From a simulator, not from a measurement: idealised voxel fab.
The process module presented herein is designated voxel wiring stack.
Each square cell in cross-section cut measures 5 nm, and the section as a whole is 230 nm wide.
Square cells in a grid make up a cross-section in this document, and the grid is given as bands, listed from the top down, each one or more rows of cells. Top height, bottom height, nm. Materials left to right, width each, nm. Single material + "full width" = fills band edge to edge. "empty" = empty. The reference from which all heights are counted is 0, the level beneath which the as-received wafer is entirely one material; the lowest band, having no lower bound, proceeds downward and is written after the example "z 0 and below". Width "30 to 40": first value at the band's top row of cells, second value at its bottom row, equal change from row to row. Key: "same as before" - step with no changed cell in the cross-section. In the "Non-vented voids" entry, you get each enclosed empty space of 8 cells or more, one with no open way to the top, written width x height at distance, distance from the left edge, in nm. Where a step's line continues beyond its settings, the continuation is a remark by the simulator itself on that step. When a step includes a mask, the "overlay nm" setting on its line states how far to the right of its planned place that mask lay, and negative values state how far to the left.
[The planned process steps are enumerated hereunder]
1) RECEIVE | material Si
2) CONFORMAL_DEP | material SiO2 | thk nm 10
3) DIRECTIONAL_DEP | material TiN | thk nm 5
4) DIRECTIONAL_DEP | material W | thk nm 25
5) DIRECTIONAL_DEP | material aC | thk nm 15
6) PATTERN | tone cover | mask id METAL_1 | material resist | width nm 20 | pitch nm 45 | thk nm 35 | overlay nm 0
7) DIRECTIONAL_ETCH | etch materials aC | depth nm 15
8) STRIP | etch materials resist
9) DIRECTIONAL_ETCH | etch materials W | depth nm 25
10) DIRECTIONAL_ETCH | etch materials TiN | depth nm 5
11) STRIP | etch materials aC
12) CONFORMAL_DEP | material SiCN | thk nm 5
13) FILL_DEP | material lowk | thk nm 5
14) CMP | height nm 40
15) CONFORMAL_DEP | material SiCN | thk nm 5
16) DIRECTIONAL_DEP | material SiO2 | thk nm 25
17) MASKED_ETCH | tone open | mask id METAL_2 | width nm 20 | pitch nm 45 | etch materials SiO2 | depth nm 15 | overlay nm 0
18) PATTERN | tone open | mask id METAL_2_HOLES | material resist | width nm 15 | pitch nm 90 | thk nm 15 | overlay nm 0
19) DIRECTIONAL_ETCH | etch materials SiO2 | depth nm 10
20) DIRECTIONAL_ETCH | etch materials SiCN | depth nm 5
21) STRIP | etch materials resist
22) CONFORMAL_DEP | material TiN | thk nm 5
23) FILL_DEP | material Cu | thk nm 5
24) CMP | height nm 70
25) CONFORMAL_DEP | material SiCN | thk nm 5
[Cross-section of the wafer as it came to us, i.e., already through step 1]
- z 0 and below: Si full width
- Non-vented voids: none
[Sectioned view, first of two wafers, at the close of the module, processed as intended in the plan]
- z 75 to 70: SiCN full width
- z 70 to 60: SiO2 35 | TiN 5 | Cu 10 | TiN 5 | SiO2 25 | TiN 5 | Cu 10 | TiN 5 | SiO2 25 | TiN 5 | Cu 10 | TiN 5 | SiO2 25 | TiN 5 | Cu 10 | TiN 5 | SiO2 40
- z 60 to 55: SiO2 35 | TiN 5 | Cu 5 | TiN 10 | SiO2 25 | TiN 20 | SiO2 25 | TiN 5 | Cu 5 | TiN 10 | SiO2 25 | TiN 20 | SiO2 40
- z 55 to 45: SiO2 35 | TiN 5 | Cu 5 | TiN 5 | SiO2 75 | TiN 5 | Cu 5 | TiN 5 | SiO2 90
- z 45 to 40: SiCN 35 | TiN 15 | SiCN 75 | TiN 15 | SiCN 90
- z 40 to 15: lowk 30 | SiCN 5 | W 20 | SiCN 5 | lowk 15 | SiCN 5 | W 20 | SiCN 5 | lowk 15 | SiCN 5 | W 20 | SiCN 5 | lowk 15 | SiCN 5 | W 20 | SiCN 5 | lowk 35
- z 15 to 10: SiCN 35 | TiN 20 | SiCN 25 | TiN 20 | SiCN 25 | TiN 20 | SiCN 25 | TiN 20 | SiCN 40
- z 10 to 0: SiO2 full width
- z 0 and below: Si full width
- Non-vented voids: none
[End of module, second wafer, cross-section. Started like the first, planned like the first, run with one mistake]
- z 75 to 70: SiCN full width
- z 70 to 60: SiO2 35 | TiN 5 | Cu 10 | TiN 5 | SiO2 25 | TiN 5 | Cu 10 | TiN 5 | SiO2 25 | TiN 5 | Cu 10 | TiN 5 | SiO2 25 | TiN 5 | Cu 10 | TiN 5 | SiO2 40
- z 60 to 55: SiO2 35 | TiN 5 | Cu 5 | TiN 10 | SiO2 25 | TiN 20 | SiO2 25 | TiN 5 | Cu 5 | TiN 10 | SiO2 25 | TiN 20 | SiO2 40
- z 55 to 45: SiO2 35 | TiN 5 | Cu 5 | TiN 5 | SiO2 75 | TiN 5 | Cu 5 | TiN 5 | SiO2 90
- z 45 to 40: SiCN 35 | TiN 15 | SiCN 75 | TiN 15 | SiCN 90
- z 40 to 35: lowk full width
- z 35 to 30: lowk 30 | SiCN 30 | lowk 15 | SiCN 30 | lowk 15 | SiCN 30 | lowk 15 | SiCN 30 | lowk 35
- z 30 to 5: lowk 30 | SiCN 5 | W 20 | SiCN 5 | lowk 15 | SiCN 5 | W 20 | SiCN 5 | lowk 15 | SiCN 5 | W 20 | SiCN 5 | lowk 15 | SiCN 5 | W 20 | SiCN 5 | lowk 35
- z 5 to 0: SiCN 35 | TiN 20 | SiCN 25 | TiN 20 | SiCN 25 | TiN 20 | SiCN 25 | TiN 20 | SiCN 40
- z 0 and below: Si full width
- Non-vented voids: none
Deviation from plan: step 2 of the plan was jumped over and never run
Final tally in cells, some materials are higher or lower on the second wafer than on the first: 24 more of SiCN | 92 fewer of SiO2 | 68 more of lowk
